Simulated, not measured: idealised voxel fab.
Module name: voxel capacitor over wiring (process module)
Cross-sectional view cut (width: 225 nm; square cell size: 5 nm).
Bands, listed from the top down, are how a cross-section gets written in this document; the cross-section itself is a grid of square cells, and a band is one or more rows of them.
For a band, the entry starts with two heights in nm, that of the top and then that of the bottom, and carries on with the band's materials in order from left to right, each alongside its width in nm; the word "edge to edge" beside a single material means it fills the band edge to edge, and "air" means empty space.
Heights are measured from 0, the level below which the as-received wafer is all one material; the lowest band has no bottom and continues downward, written as in "from 0 down".
Per-row width for "30..40": begins at first number (top row of band), ends at second number (bottom row), increment between rows held constant.
"all unchanged" for a step: no cell of the cross-section changed in that step.
Listed in "Listed closed voids": every empty space of 8 or more cells without an open way to the top. Form: width x height at distance, the distance being from the left edge, all in nm.
Step line, after settings: the simulator's comment on this step.
What "overlay nm" on a step's line means: if the step has a mask, that mask lay this far to the right of its planned place, or, when the value is negative, to the left.
Note: before/after cross-section pairs follow, one process step per pair, after-side truncated at the lowest changed band, step and settings given beneath. Different runs of this module on the same starting wafer may supply the pairs; a pair continues the one above only where the "Pre-process" entry says so.

-- Pre-process
    from 85 to 75 | TiN edge to edge
    from 75 to 70 | SiN edge to edge
    from 70 to 65 | TiN edge to edge
    from 65 to 50 | lowk 65 nm; TiN 5 nm; Ru 5 nm; TiN 5 nm; lowk 145 nm
    from 50 to 45 | SiCN 65 nm; TiN 15 nm; SiCN 145 nm
    from 45 to 40 | SiCN 45 nm; Ru 40 nm; SiCN 55 nm; Ru 40 nm; SiCN 45 nm
    from 40 to 35 | SiO2 50 nm; TiN 5 nm; Cu 20 nm; TiN 5 nm; SiO2 65 nm; TiN 5 nm; Cu 20 nm; TiN 5 nm; SiO2 50 nm
    from 35 to 30 | SiCN 50 nm; TiN 30 nm; SiCN 65 nm; TiN 30 nm; SiCN 50 nm
    from 30 to 0 | SiO2 edge to edge
    from 0 down | Si edge to edge
    Listed closed voids: none

-- Post-Process View
    from 100 to 85 | air 65 nm; resist 70 nm; air 90 nm
    Nothing below the height 85 has changed.
    Listed closed voids: none
In between the cross-sections above, the run called for op PATTERN | tone cover | mask id UPPER_PLATE | material resist | width nm 70 | thk nm 15 | overlay nm 0

Pre-process: carried over from the after image of the pair right above.

-- Post-Process View
    from 100 to 85 | air 65 nm; resist 70 nm; air 90 nm
    from 85 to 75 | air 65 nm; TiN 70 nm; air 90 nm
    Nothing below the height 75 has changed.
    Listed closed voids: none
In between the cross-sections above, the run called for op DIRECTIONAL_ETCH | etch materials TiN | depth nm 10

Pre-process: carried over from the after image of the pair right above.

-- Post-Process View
    from 100 to 85 | air 65 nm; resist 70 nm; air 90 nm
    from 85 to 75 | air 65 nm; TiN 70 nm; air 90 nm
    from 75 to 70 | air 65 nm; SiN 70 nm; air 90 nm
    Nothing below the height 70 has changed.
    Listed closed voids: none
In between the cross-sections above, the run called for op DIRECTIONAL_ETCH | etch materials SiN | depth nm 5

Pre-process: carried over from the after image of the pair right above.

-- Post-Process View
    from 85 to 75 | air 65 nm; TiN 70 nm; air 90 nm
    Nothing below the height 75 has changed.
    Listed closed voids: none
In between the cross-sections above, the run called for op STRIP | etch materials resist

Pre-process: carried over from the after image of the pair right above.

-- Post-Process View
    from 105 to 85 | air 60 nm; resist 80 nm; air 85 nm
    from 85 to 75 | air 60 nm; resist 5 nm; TiN 70 nm; resist 5 nm; air 85 nm
    from 75 to 70 | air 60 nm; resist 5 nm; SiN 70 nm; resist 5 nm; air 85 nm
    Nothing below the height 70 has changed.
    Listed closed voids: none
In between the cross-sections above, the run called for op PATTERN | tone cover | mask id LOWER_PLATE | material resist | width nm 80 | thk nm 20 | overlay nm 0

Pre-process: carried over from the after image of the pair right above.

-- Post-Process View
    from 105 to 85 | air 60 nm; resist 80 nm; air 85 nm
    from 85 to 75 | air 60 nm; resist 5 nm; TiN 70 nm; resist 5 nm; air 85 nm
    from 75 to 70 | air 60 nm; resist 5 nm; SiN 70 nm; resist 5 nm; air 85 nm
    from 70 to 65 | air 60 nm; TiN 80 nm; air 85 nm
    Nothing below the height 65 has changed.
    Listed closed voids: none
In between the cross-sections above, the run called for op DIRECTIONAL_ETCH | etch materials TiN | depth nm 5

Pre-process: carried over from the after image of the pair right above.

-- Post-Process View
    from 85 to 75 | air 65 nm; TiN 70 nm; air 90 nm
    from 75 to 70 | air 65 nm; SiN 70 nm; air 90 nm
    Nothing below the height 70 has changed.
    Listed closed voids: none
In between the cross-sections above, the run called for op STRIP | etch materials resist

Pre-process: carried over from the after image of the pair right above.

-- Post-Process View
    from 105 to 85 | SiO2 edge to edge
    from 85 to 75 | SiO2 65 nm; TiN 70 nm; SiO2 90 nm
    from 75 to 70 | SiO2 65 nm; SiN 70 nm; SiO2 90 nm
    from 70 to 65 | SiO2 60 nm; TiN 80 nm; SiO2 85 nm
    Nothing below the height 65 has changed.
    Listed closed voids: none
In between the cross-sections above, the run called for op FILL_DEP | material SiO2 | thk nm 20

Pre-process: carried over from the after image of the pair right above.

-- Post-Process View
    from 100 to 85 | SiO2 edge to edge
    Nothing below the height 85 has changed.
    Listed closed voids: none
In between the cross-sections above, the run called for op CMP | height nm 100

Pre-process: carried over from the after image of the pair right above.

-- Post-Process View
    from 110 to 100 | aC edge to edge
    Nothing below the height 100 has changed.
    Listed closed voids: none
In between the cross-sections above, the run called for op DIRECTIONAL_DEP | material aC | thk nm 10

Pre-process: carried over from the after image of the pair right above.

-- Post-Process View
    from 140 to 110 | resist 75 nm; air 15 nm; resist 135 nm
    Nothing below the height 110 has changed.
    Listed closed voids: none
In between the cross-sections above, the run called for op PATTERN | tone open | mask id PLUG_2 | material resist | width nm 15 | thk nm 30 | overlay nm 0

Pre-process: carried over from the after image of the pair right above.

-- Post-Process View
    from 130 to 110 | resist 75 nm; air 15 nm; resist 135 nm
    from 110 to 100 | aC 75 nm; air 15 nm; aC 135 nm
    Nothing below the height 100 has changed.
    Listed closed voids: none
In between the cross-sections above, the run called for op DIRECTIONAL_ETCH | etch materials aC | depth nm 10

Pre-process: carried over from the after image of the pair right above.

-- Post-Process View
    from 110 to 100 | aC 75 nm; air 15 nm; aC 135 nm
    Nothing below the height 100 has changed.
    Listed closed voids: none
In between the cross-sections above, the run called for op STRIP | etch materials resist

Pre-process: carried over from the after image of the pair right above.

-- Post-Process View
    from 110 to 100 | aC 75 nm; air 15 nm; aC 135 nm
    from 100 to 85 | SiO2 75 nm; air 15 nm; SiO2 135 nm
    Nothing below the height 85 has changed.
    Listed closed voids: none
In between the cross-sections above, the run called for op DIRECTIONAL_ETCH | etch materials SiO2 | depth nm 15

Pre-process: carried over from the after image of the pair right above.

-- Post-Process View
    from 100 to 85 | SiO2 75 nm; air 15 nm; SiO2 135 nm
    Nothing below the height 85 has changed.
    Listed closed voids: none
In between the cross-sections above, the run called for op STRIP | etch materials aC

Pre-process: carried over from the after image of the pair right above.

-- Post-Process View
    from 105 to 100 | TiN 80 nm; air 5 nm; TiN 140 nm
    from 100 to 90 | SiO2 75 nm; TiN 5 nm; air 5 nm; TiN 5 nm; SiO2 135 nm
    from 90 to 85 | SiO2 75 nm; TiN 15 nm; SiO2 135 nm
    Nothing below the height 85 has changed.
    Listed closed voids: none
In between the cross-sections above, the run called for op CONFORMAL_DEP | material TiN | thk nm 5

Pre-process: carried over from the after image of the pair right above.

-- Post-Process View
    from 110 to 105 | W edge to edge
    from 105 to 100 | TiN 80 nm; W 5 nm; TiN 140 nm
    from 100 to 90 | SiO2 75 nm; TiN 5 nm; W 5 nm; TiN 5 nm; SiO2 135 nm
    Nothing below the height 90 has changed.
    Listed closed voids: none
In between the cross-sections above, the run called for op FILL_DEP | material W | thk nm 5

Pre-process: carried over from the after image of the pair right above.

-- Post-Process View
    from 100 to 90 | SiO2 75 nm; TiN 5 nm; W 5 nm; TiN 5 nm; SiO2 135 nm
    Nothing below the height 90 has changed.
    Listed closed voids: none
In between the cross-sections above, the run called for op CMP | height nm 100

Pre-process: carried over from the after image of the pair right above.

-- Post-Process View
    from 105 to 100 | SiCN edge to edge
    Nothing below the height 100 has changed.
    Listed closed voids: none
In between the cross-sections above, the run called for op CONFORMAL_DEP | material SiCN | thk nm 5

-- Pre-process
    from 45 to 40 | air 45 nm; Ru 40 nm; air 55 nm; Ru 40 nm; air 45 nm
    from 40 to 20 | SiO2 50 nm; TiN 5 nm; Cu 20 nm; TiN 5 nm; SiO2 65 nm; TiN 5 nm; Cu 20 nm; TiN 5 nm; SiO2 50 nm
    from 20 to 15 | SiCN 50 nm; TiN 30 nm; SiCN 65 nm; TiN 30 nm; SiCN 50 nm
    from 15 to 0 | SiO2 edge to edge
    from 0 down | Si edge to edge
    Listed closed voids: none

-- Post-Process View
    from 60 to 55 | air 45 nm; lowk 40 nm; air 55 nm; lowk 40 nm; air 45 nm
    from 55 to 45 | lowk edge to edge
    from 45 to 40 | lowk 45 nm; Ru 40 nm; lowk 55 nm; Ru 40 nm; lowk 45 nm
    Nothing below the height 40 has changed.
    Listed closed voids: none
In between the cross-sections above, the run called for op DIRECTIONAL_DEP | material lowk | thk nm 15

Pre-process: carried over from the after image of the pair right above.

-- Post-Process View
    from 65 to 60 | SiCN edge to edge
    from 60 to 55 | SiCN 45 nm; lowk 40 nm; SiCN 55 nm; lowk 40 nm; SiCN 45 nm
    Nothing below the height 55 has changed.
    Listed closed voids: none
In between the cross-sections above, the run called for op FILL_DEP | material SiCN | thk nm 5

Pre-process: carried over from the after image of the pair right above.

-- Post-Process View
    from 65 to 60 | SiCN 65 nm; air 15 nm; SiCN 145 nm
    Nothing below the height 60 has changed.
    Listed closed voids: none
In between the cross-sections above, the run called for op MASKED_ETCH | tone open | mask id PLUG_1 | width nm 15 | etch materials SiCN | depth nm 5 | overlay nm 0

Pre-process: carried over from the after image of the pair right above.

-- Post-Process View
    from 70 to 65 | TiN 70 nm; air 5 nm; TiN 150 nm
    from 65 to 60 | SiCN 65 nm; TiN 15 nm; SiCN 145 nm
    Nothing below the height 60 has changed.
    Listed closed voids: none
In between the cross-sections above, the run called for op CONFORMAL_DEP | material TiN | thk nm 5

Pre-process: carried over from the after image of the pair right above.

-- Post-Process View
    from 80 to 70 | Ru edge to edge
    from 70 to 65 | TiN 70 nm; Ru 5 nm; TiN 150 nm
    Nothing below the height 65 has changed.
    Listed closed voids: none
In between the cross-sections above, the run called for op FILL_DEP | material Ru | thk nm 10

Pre-process: carried over from the after image of the pair right above.

-- Post-Process View
    from 65 to 60 | SiCN 65 nm; TiN 15 nm; SiCN 145 nm
    Nothing below the height 60 has changed.
    Listed closed voids: none
In between the cross-sections above, the run called for op CMP | height nm 65

Pre-process: carried over from the after image of the pair right above.

-- Post-Process View
    from 70 to 65 | TiN edge to edge
    Nothing below the height 65 has changed.
    Listed closed voids: none
In between the cross-sections above, the run called for op DIRECTIONAL_DEP | material TiN | thk nm 5

Pre-process: carried over from the after image of the pair right above.

-- Post-Process View
    from 75 to 70 | SiN edge to edge
    Nothing below the height 70 has changed.
    Listed closed voids: none
In between the cross-sections above, the run called for op DIRECTIONAL_DEP | material SiN | thk nm 5

Pre-process: carried over from the after image of the pair right above.

-- Post-Process View
    from 85 to 75 | TiN edge to edge
    Nothing below the height 75 has changed.
    Listed closed voids: none
In between the cross-sections above, the run called for op DIRECTIONAL_DEP | material TiN | thk nm 10

Pre-process: carried over from the after image of the pair right above.

-- Post-Process View
    from 100 to 85 | air 65 nm; resist 70 nm; air 90 nm
    Nothing below the height 85 has changed.
    Listed closed voids: none
In between the cross-sections above, the run called for op PATTERN | tone cover | mask id UPPER_PLATE | material resist | width nm 70 | thk nm 15 | overlay nm 0

Pre-process: carried over from the after image of the pair right above.

-- Post-Process View
    from 100 to 85 | air 65 nm; resist 70 nm; air 90 nm
    from 85 to 75 | air 65 nm; TiN 70 nm; air 90 nm
    Nothing below the height 75 has changed.
    Listed closed voids: none
In between the cross-sections above, the run called for op DIRECTIONAL_ETCH | etch materials TiN | depth nm 10

Pre-process: carried over from the after image of the pair right above.

-- Post-Process View
    from 100 to 85 | air 65 nm; resist 70 nm; air 90 nm
    from 85 to 75 | air 65 nm; TiN 70 nm; air 90 nm
    from 75 to 70 | air 65 nm; SiN 70 nm; air 90 nm
    Nothing below the height 70 has changed.
    Listed closed voids: none
In between the cross-sections above, the run called for op DIRECTIONAL_ETCH | etch materials SiN | depth nm 5

Pre-process: carried over from the after image of the pair right above.

-- Post-Process View
    from 85 to 75 | air 65 nm; TiN 70 nm; air 90 nm
    Nothing below the height 75 has changed.
    Listed closed voids: none
In between the cross-sections above, the run called for op STRIP | etch materials resist

Pre-process: carried over from the after image of the pair right above.

-- Post-Process View
    from 105 to 85 | air 60 nm; resist 80 nm; air 85 nm
    from 85 to 75 | air 60 nm; resist 5 nm; TiN 70 nm; resist 5 nm; air 85 nm
    from 75 to 70 | air 60 nm; resist 5 nm; SiN 70 nm; resist 5 nm; air 85 nm
    Nothing below the height 70 has changed.
    Listed closed voids: none
In between the cross-sections above, the run called for op PATTERN | tone cover | mask id LOWER_PLATE | material resist | width nm 80 | thk nm 20 | overlay nm 0

Pre-process: carried over from the after image of the pair right above.

-- Post-Process View
    from 105 to 85 | air 60 nm; resist 80 nm; air 85 nm
    from 85 to 75 | air 60 nm; resist 5 nm; TiN 70 nm; resist 5 nm; air 85 nm
    from 75 to 70 | air 60 nm; resist 5 nm; SiN 70 nm; resist 5 nm; air 85 nm
    from 70 to 65 | air 60 nm; TiN 80 nm; air 85 nm
    Nothing below the height 65 has changed.
    Listed closed voids: none
In between the cross-sections above, the run called for op DIRECTIONAL_ETCH | etch materials TiN | depth nm 5

Pre-process: carried over from the after image of the pair right above.

-- Post-Process View
    from 85 to 75 | air 65 nm; TiN 70 nm; air 90 nm
    from 75 to 70 | air 65 nm; SiN 70 nm; air 90 nm
    Nothing below the height 70 has changed.
    Listed closed voids: none
In between the cross-sections above, the run called for op STRIP | etch materials resist

Pre-process: carried over from the after image of the pair right above.

-- Post-Process View
    from 105 to 85 | SiO2 edge to edge
    from 85 to 75 | SiO2 65 nm; TiN 70 nm; SiO2 90 nm
    from 75 to 70 | SiO2 65 nm; SiN 70 nm; SiO2 90 nm
    from 70 to 65 | SiO2 60 nm; TiN 80 nm; SiO2 85 nm
    Nothing below the height 65 has changed.
    Listed closed voids: none
In between the cross-sections above, the run called for op FILL_DEP | material SiO2 | thk nm 20

Pre-process: carried over from the after image of the pair right above.

-- Post-Process View
    from 100 to 85 | SiO2 edge to edge
    Nothing below the height 85 has changed.
    Listed closed voids: none
In between the cross-sections above, the run called for op CMP | height nm 100

Pre-process: carried over from the after image of the pair right above.

-- Post-Process View
    from 110 to 100 | aC edge to edge
    Nothing below the height 100 has changed.
    Listed closed voids: none
In between the cross-sections above, the run called for op DIRECTIONAL_DEP | material aC | thk nm 10

Pre-process: carried over from the after image of the pair right above.

-- Post-Process View
    from 140 to 110 | resist 75 nm; air 15 nm; resist 135 nm
    Nothing below the height 110 has changed.
    Listed closed voids: none
In between the cross-sections above, the run called for op PATTERN | tone open | mask id PLUG_2 | material resist | width nm 15 | thk nm 30 | overlay nm 0

Pre-process: carried over from the after image of the pair right above.

-- Post-Process View
    from 130 to 110 | resist 75 nm; air 15 nm; resist 135 nm
    from 110 to 100 | aC 75 nm; air 15 nm; aC 135 nm
    Nothing below the height 100 has changed.
    Listed closed voids: none
In between the cross-sections above, the run called for op DIRECTIONAL_ETCH | etch materials aC | depth nm 10

Pre-process: carried over from the after image of the pair right above.

-- Post-Process View
    from 110 to 100 | aC 75 nm; air 15 nm; aC 135 nm
    Nothing below the height 100 has changed.
    Listed closed voids: none
In between the cross-sections above, the run called for op STRIP | etch materials resist

Pre-process: carried over from the after image of the pair right above.

-- Post-Process View
    from 110 to 100 | aC 75 nm; air 15 nm; aC 135 nm
    from 100 to 85 | SiO2 75 nm; air 15 nm; SiO2 135 nm
    Nothing below the height 85 has changed.
    Listed closed voids: none
In between the cross-sections above, the run called for op DIRECTIONAL_ETCH | etch materials SiO2 | depth nm 15

Pre-process: carried over from the after image of the pair right above.

-- Post-Process View
    from 100 to 85 | SiO2 75 nm; air 15 nm; SiO2 135 nm
    Nothing below the height 85 has changed.
    Listed closed voids: none
In between the cross-sections above, the run called for op STRIP | etch materials aC

Pre-process: carried over from the after image of the pair right above.

-- Post-Process View
    from 105 to 100 | TiN 80 nm; air 5 nm; TiN 140 nm
    from 100 to 90 | SiO2 75 nm; TiN 5 nm; air 5 nm; TiN 5 nm; SiO2 135 nm
    from 90 to 85 | SiO2 75 nm; TiN 15 nm; SiO2 135 nm
    Nothing below the height 85 has changed.
    Listed closed voids: none
In between the cross-sections above, the run called for op CONFORMAL_DEP | material TiN | thk nm 5

Pre-process: carried over from the after image of the pair right above.

-- Post-Process View
    from 110 to 105 | W edge to edge
    from 105 to 100 | TiN 80 nm; W 5 nm; TiN 140 nm
    from 100 to 90 | SiO2 75 nm; TiN 5 nm; W 5 nm; TiN 5 nm; SiO2 135 nm
    Nothing below the height 90 has changed.
    Listed closed voids: none
In between the cross-sections above, the run called for op FILL_DEP | material W | thk nm 5

Pre-process: carried over from the after image of the pair right above.

-- Post-Process View
    from 100 to 90 | SiO2 75 nm; TiN 5 nm; W 5 nm; TiN 5 nm; SiO2 135 nm
    Nothing below the height 90 has changed.
    Listed closed voids: none
In between the cross-sections above, the run called for op CMP | height nm 100

Pre-process: carried over from the after image of the pair right above.

-- Post-Process View
    from 105 to 100 | SiCN edge to edge
    Nothing below the height 100 has changed.
    Listed closed voids: none
In between the cross-sections above, the run called for op CONFORMAL_DEP | material SiCN | thk nm 5

-- Pre-process
    from 110 to 105 | W edge to edge
    from 105 to 100 | TiN 80 nm; W 5 nm; TiN 140 nm
    from 100 to 90 | SiO2 75 nm; TiN 5 nm; W 5 nm; TiN 5 nm; SiO2 135 nm
    from 90 to 85 | SiO2 75 nm; TiN 15 nm; SiO2 135 nm
    from 85 to 75 | SiO2 65 nm; TiN 70 nm; SiO2 90 nm
    from 75 to 70 | SiO2 65 nm; SiN 70 nm; SiO2 90 nm
    from 70 to 65 | SiO2 60 nm; TiN 80 nm; SiO2 85 nm
    from 65 to 50 | lowk 65 nm; TiN 5 nm; Ru 5 nm; TiN 5 nm; lowk 145 nm
    from 50 to 45 | SiCN 65 nm; TiN 15 nm; SiCN 145 nm
    from 45 to 40 | SiCN 45 nm; Ru 40 nm; SiCN 55 nm; Ru 40 nm; SiCN 45 nm
    from 40 to 20 | SiO2 50 nm; TiN 5 nm; Cu 20 nm; TiN 5 nm; SiO2 65 nm; TiN 5 nm; Cu 20 nm; TiN 5 nm; SiO2 50 nm
    from 20 to 15 | SiCN 50 nm; TiN 30 nm; SiCN 65 nm; TiN 30 nm; SiCN 50 nm
    from 15 to 0 | SiO2 edge to edge
    from 0 down | Si edge to edge
    Listed closed voids: none

-- Post-Process View
    from 105 to 100 | TiN 80 nm; W 5 nm; TiN 140 nm
    Nothing below the height 100 has changed.
    Listed closed voids: none
In between the cross-sections above, the run called for op CMP | height nm 105

Pre-process: carried over from the after image of the pair right above.

-- Post-Process View
    from 110 to 105 | SiCN edge to edge
    Nothing below the height 105 has changed.
    Listed closed voids: none
In between the cross-sections above, the run called for op CONFORMAL_DEP | material SiCN | thk nm 5

-- Pre-process
    from 40 to 20 | SiO2 edge to edge
    from 20 to 15 | SiCN edge to edge
    from 15 to 0 | SiO2 edge to edge
    from 0 down | Si edge to edge
    Listed closed voids: none

-- Post-Process View
    from 55 to 40 | resist 55 nm; air 20 nm; resist 75 nm; air 20 nm; resist 55 nm
    Nothing below the height 40 has changed.
    Listed closed voids: none
In between the cross-sections above, the run called for op PATTERN | tone open | mask id METAL_1 | material resist | width nm 20 | pitch nm 95 | thk nm 15 | overlay nm 0

Pre-process: carried over from the after image of the pair right above.

-- Post-Process View
    from 55 to 40 | resist 55 nm; air 20 nm; resist 75 nm; air 20 nm; resist 55 nm
    from 40 to 20 | SiO2 55 nm; air 20 nm; SiO2 75 nm; air 20 nm; SiO2 55 nm
    Nothing below the height 20 has changed.
    Listed closed voids: none
In between the cross-sections above, the run called for op DIRECTIONAL_ETCH | etch materials SiO2 | depth nm 20

Pre-process: carried over from the after image of the pair right above.

-- Post-Process View
    from 55 to 40 | resist 55 nm; air 20 nm; resist 75 nm; air 20 nm; resist 55 nm
    from 40 to 20 | SiO2 55 nm; air 20 nm; SiO2 75 nm; air 20 nm; SiO2 55 nm
    from 20 to 15 | SiCN 55 nm; air 20 nm; SiCN 75 nm; air 20 nm; SiCN 55 nm
    Nothing below the height 15 has changed.
    Listed closed voids: none
In between the cross-sections above, the run called for op DIRECTIONAL_ETCH | etch materials SiCN | depth nm 5

Pre-process: carried over from the after image of the pair right above.

-- Post-Process View
    from 40 to 20 | SiO2 55 nm; air 20 nm; SiO2 75 nm; air 20 nm; SiO2 55 nm
    Nothing below the height 20 has changed.
    Listed closed voids: none
In between the cross-sections above, the run called for op STRIP | etch materials resist

Pre-process: carried over from the after image of the pair right above.

-- Post-Process View
    from 45 to 40 | TiN 60 nm; air 10 nm; TiN 85 nm; air 10 nm; TiN 60 nm
    from 40 to 20 | SiO2 55 nm; TiN 5 nm; air 10 nm; TiN 5 nm; SiO2 75 nm; TiN 5 nm; air 10 nm; TiN 5 nm; SiO2 55 nm
    from 20 to 15 | SiCN 55 nm; TiN 20 nm; SiCN 75 nm; TiN 20 nm; SiCN 55 nm
    Nothing below the height 15 has changed.
    Listed closed voids: none
In between the cross-sections above, the run called for op CONFORMAL_DEP | material TiN | thk nm 5

Pre-process: carried over from the after image of the pair right above.

-- Post-Process View
    from 55 to 45 | Cu edge to edge
    from 45 to 40 | TiN 60 nm; Cu 10 nm; TiN 85 nm; Cu 10 nm; TiN 60 nm
    from 40 to 20 | SiO2 55 nm; TiN 5 nm; Cu 10 nm; TiN 5 nm; SiO2 75 nm; TiN 5 nm; Cu 10 nm; TiN 5 nm; SiO2 55 nm
    Nothing below the height 20 has changed.
    Listed closed voids: none
In between the cross-sections above, the run called for op FILL_DEP | material Cu | thk nm 10

Pre-process: carried over from the after image of the pair right above.

-- Post-Process View
    from 40 to 20 | SiO2 55 nm; TiN 5 nm; Cu 10 nm; TiN 5 nm; SiO2 75 nm; TiN 5 nm; Cu 10 nm; TiN 5 nm; SiO2 55 nm
    Nothing below the height 20 has changed.
    Listed closed voids: none
In between the cross-sections above, the run called for op CMP | height nm 40

Pre-process: carried over from the after image of the pair right above.

-- Post-Process View
    from 45 to 40 | air 50 nm; Ru 30 nm; air 65 nm; Ru 30 nm; air 50 nm
    Nothing below the height 40 has changed.
    Listed closed voids: none
In between the cross-sections above, the run called for op EPI | material Ru | thk nm 5

Pre-process: carried over from the after image of the pair right above.

-- Post-Process View
    from 50 to 45 | SiCN edge to edge
    from 45 to 40 | SiCN 50 nm; Ru 30 nm; SiCN 65 nm; Ru 30 nm; SiCN 50 nm
    Nothing below the height 40 has changed.
    Listed closed voids: none
In between the cross-sections above, the run called for op FILL_DEP | material SiCN | thk nm 5

Pre-process: carried over from the after image of the pair right above.

-- Post-Process View
    from 65 to 50 | lowk edge to edge
    Nothing below the height 50 has changed.
    Listed closed voids: none
In between the cross-sections above, the run called for op DIRECTIONAL_DEP | material lowk | thk nm 15

Pre-process: carried over from the after image of the pair right above.

-- Post-Process View
    from 65 to 50 | lowk 65 nm; air 15 nm; lowk 145 nm
    Nothing below the height 50 has changed.
    Listed closed voids: none
In between the cross-sections above, the run called for op MASKED_ETCH | tone open | mask id PLUG_1 | width nm 15 | etch materials lowk | depth nm 15 | overlay nm 0

Pre-process: carried over from the after image of the pair right above.

-- Post-Process View
    from 65 to 50 | lowk 65 nm; air 15 nm; lowk 145 nm
    from 50 to 45 | SiCN 65 nm; air 15 nm; SiCN 145 nm
    Nothing below the height 45 has changed.
    Listed closed voids: none
In between the cross-sections above, the run called for op MASKED_ETCH | tone open | mask id PLUG_1 | width nm 15 | etch materials SiCN | depth nm 5 | overlay nm 0

Pre-process: carried over from the after image of the pair right above.

-- Post-Process View
    from 70 to 65 | TiN 70 nm; air 5 nm; TiN 150 nm
    from 65 to 50 | lowk 65 nm; TiN 5 nm; air 5 nm; TiN 5 nm; lowk 145 nm
    from 50 to 45 | SiCN 65 nm; TiN 15 nm; SiCN 145 nm
    Nothing below the height 45 has changed.
    Listed closed voids: none
In between the cross-sections above, the run called for op CONFORMAL_DEP | material TiN | thk nm 5

Pre-process: carried over from the after image of the pair right above.

-- Post-Process View
    from 80 to 70 | Ru edge to edge
    from 70 to 65 | TiN 70 nm; Ru 5 nm; TiN 150 nm
    from 65 to 50 | lowk 65 nm; TiN 5 nm; Ru 5 nm; TiN 5 nm; lowk 145 nm
    Nothing below the height 50 has changed.
    Listed closed voids: none
In between the cross-sections above, the run called for op FILL_DEP | material Ru | thk nm 10

Pre-process: carried over from the after image of the pair right above.

-- Post-Process View
    from 65 to 50 | lowk 65 nm; TiN 5 nm; Ru 5 nm; TiN 5 nm; lowk 145 nm
    Nothing below the height 50 has changed.
    Listed closed voids: none
In between the cross-sections above, the run called for op CMP | height nm 65

Pre-process: carried over from the after image of the pair right above.

-- Post-Process View
    from 70 to 65 | TiN edge to edge
    Nothing below the height 65 has changed.
    Listed closed voids: none
In between the cross-sections above, the run called for op DIRECTIONAL_DEP | material TiN | thk nm 5

Pre-process: carried over from the after image of the pair right above.

-- Post-Process View
    from 75 to 70 | SiN edge to edge
    Nothing below the height 70 has changed.
    Listed closed voids: none
In between the cross-sections above, the run called for op DIRECTIONAL_DEP | material SiN | thk nm 5

Pre-process: carried over from the after image of the pair right above.

-- Post-Process View
    from 85 to 75 | TiN edge to edge
    Nothing below the height 75 has changed.
    Listed closed voids: none
In between the cross-sections above, the run called for op DIRECTIONAL_DEP | material TiN | thk nm 10

Pre-process: carried over from the after image of the pair right above.

-- Post-Process View
    from 100 to 85 | air 65 nm; resist 70 nm; air 90 nm
    Nothing below the height 85 has changed.
    Listed closed voids: none
In between the cross-sections above, the run called for op PATTERN | tone cover | mask id UPPER_PLATE | material resist | width nm 70 | thk nm 15 | overlay nm 0

Pre-process: carried over from the after image of the pair right above.

-- Post-Process View
    from 100 to 85 | air 65 nm; resist 70 nm; air 90 nm
    from 85 to 75 | air 65 nm; TiN 70 nm; air 90 nm
    Nothing below the height 75 has changed.
    Listed closed voids: none
In between the cross-sections above, the run called for op DIRECTIONAL_ETCH | etch materials TiN | depth nm 10

Pre-process: carried over from the after image of the pair right above.

-- Post-Process View
    from 100 to 85 | air 65 nm; resist 70 nm; air 90 nm
    from 85 to 75 | air 65 nm; TiN 70 nm; air 90 nm
    from 75 to 70 | air 65 nm; SiN 70 nm; air 90 nm
    Nothing below the height 70 has changed.
    Listed closed voids: none
In between the cross-sections above, the run called for op DIRECTIONAL_ETCH | etch materials SiN | depth nm 5

Pre-process: carried over from the after image of the pair right above.

-- Post-Process View
    from 85 to 75 | air 65 nm; TiN 70 nm; air 90 nm
    Nothing below the height 75 has changed.
    Listed closed voids: none
In between the cross-sections above, the run called for op STRIP | etch materials resist

Pre-process: carried over from the after image of the pair right above.

-- Post-Process View
    from 105 to 85 | air 60 nm; resist 80 nm; air 85 nm
    from 85 to 75 | air 60 nm; resist 5 nm; TiN 70 nm; resist 5 nm; air 85 nm
    from 75 to 70 | air 60 nm; resist 5 nm; SiN 70 nm; resist 5 nm; air 85 nm
    Nothing below the height 70 has changed.
    Listed closed voids: none
In between the cross-sections above, the run called for op PATTERN | tone cover | mask id LOWER_PLATE | material resist | width nm 80 | thk nm 20 | overlay nm 0

Pre-process: carried over from the after image of the pair right above.

-- Post-Process View
    from 105 to 85 | air 60 nm; resist 80 nm; air 85 nm
    from 85 to 75 | air 60 nm; resist 5 nm; TiN 70 nm; resist 5 nm; air 85 nm
    from 75 to 70 | air 60 nm; resist 5 nm; SiN 70 nm; resist 5 nm; air 85 nm
    from 70 to 65 | air 60 nm; TiN 80 nm; air 85 nm
    Nothing below the height 65 has changed.
    Listed closed voids: none
In between the cross-sections above, the run called for op DIRECTIONAL_ETCH | etch materials TiN | depth nm 5

Pre-process: carried over from the after image of the pair right above.

-- Post-Process View
    from 85 to 75 | air 65 nm; TiN 70 nm; air 90 nm
    from 75 to 70 | air 65 nm; SiN 70 nm; air 90 nm
    Nothing below the height 70 has changed.
    Listed closed voids: none
In between the cross-sections above, the run called for op STRIP | etch materials resist

Pre-process: carried over from the after image of the pair right above.

-- Post-Process View
    from 105 to 85 | SiO2 edge to edge
    from 85 to 75 | SiO2 65 nm; TiN 70 nm; SiO2 90 nm
    from 75 to 70 | SiO2 65 nm; SiN 70 nm; SiO2 90 nm
    from 70 to 65 | SiO2 60 nm; TiN 80 nm; SiO2 85 nm
    Nothing below the height 65 has changed.
    Listed closed voids: none
In between the cross-sections above, the run called for op FILL_DEP | material SiO2 | thk nm 20

Pre-process: carried over from the after image of the pair right above.

-- Post-Process View
    from 100 to 85 | SiO2 edge to edge
    Nothing below the height 85 has changed.
    Listed closed voids: none
In between the cross-sections above, the run called for op CMP | height nm 100

Pre-process: carried over from the after image of the pair right above.

-- Post-Process View
    from 110 to 100 | aC edge to edge
    Nothing below the height 100 has changed.
    Listed closed voids: none
In between the cross-sections above, the run called for op DIRECTIONAL_DEP | material aC | thk nm 10

Pre-process: carried over from the after image of the pair right above.

-- Post-Process View
    from 140 to 110 | resist 75 nm; air 15 nm; resist 135 nm
    Nothing below the height 110 has changed.
    Listed closed voids: none
In between the cross-sections above, the run called for op PATTERN | tone open | mask id PLUG_2 | material resist | width nm 15 | thk nm 30 | overlay nm 0

Pre-process: carried over from the after image of the pair right above.

-- Post-Process View
    from 130 to 110 | resist 75 nm; air 15 nm; resist 135 nm
    from 110 to 100 | aC 75 nm; air 15 nm; aC 135 nm
    Nothing below the height 100 has changed.
    Listed closed voids: none
In between the cross-sections above, the run called for op DIRECTIONAL_ETCH | etch materials aC | depth nm 10

Pre-process: carried over from the after image of the pair right above.

-- Post-Process View
    from 110 to 100 | aC 75 nm; air 15 nm; aC 135 nm
    Nothing below the height 100 has changed.
    Listed closed voids: none
In between the cross-sections above, the run called for op STRIP | etch materials resist
